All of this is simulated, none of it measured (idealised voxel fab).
process module | voxel spacer lines
cross-section cut | 290 nm wide | cells 5 nm
A cross-section is a grid of square cells, given in bands from the top down. A band is one or more rows of cells.
Each band's line starts with the height of the band's top and of its bottom, in nm. Then come its materials from left to right, each with its width in nm. One material with "throughout" fills the band from edge to edge. "air" is empty space.
Height 0 is the level under which the wafer as received is all one material. The lowest band goes on downwards, as in "0 down".
A width such as "30 to 40" changes by the same amount from each row of cells to the next, from the band's top row to its bottom row.
"no change" after a step means that no cell of the cross-section changed.
closed voids: empty space of 8 cells or more with no open way to the top, each as width x height at its distance from the left edge, in nm
after a step's settings: what the simulator itself notes on the step
overlay nm, on a step with a mask: how far to the right of its planned place the mask lay; to the left if negative
plan
1 op RECEIVE | material Si
2 op CONFORMAL_DEP | material Al2O3 | thk nm 10
3 op DIRECTIONAL_DEP | material W | thk nm 15
4 op DIRECTIONAL_DEP | material aC | thk nm 25
5 op PATTERN | tone cover | mask id MANDREL | material resist | width nm 25 | pitch nm 80 | thk nm 30 | overlay nm 0
6 op DIRECTIONAL_ETCH | etch materials aC | depth nm 25
7 op STRIP | etch materials resist
8 op CONFORMAL_DEP | material SiN | thk nm 15
9 op DIRECTIONAL_ETCH | etch materials SiN | depth nm 15
10 op STRIP | etch materials aC
11 op DIRECTIONAL_ETCH | etch materials W | depth nm 15
12 op STRIP | etch materials SiN
as received, after step 1
  0 down: Si throughout
  closed voids: none
first wafer at the end, as planned
  25 to 10: air 75 | W 15 | air 25 | W 15 | air 25 | W 15 | air 25 | W 15 | air 80
  10 to 0: Al2O3 throughout
  0 down: Si throughout
  closed voids: none
second wafer at the end: like start, like plan, one mistake
  25 to 10: air 65 | W 15 | air 25 | W 15 | air 25 | W 15 | air 25 | W 15 | air 90
  10 to 0: Al2O3 throughout
  0 down: Si throughout
  closed voids: none
what went wrong: step 5 ran as: op PATTERN | tone cover | mask id MANDREL | material resist | width nm 25 | pitch nm 80 | thk nm 30 | overlay nm -10
at the end the second wafer has, in cells: as many of each material as the first, in other places
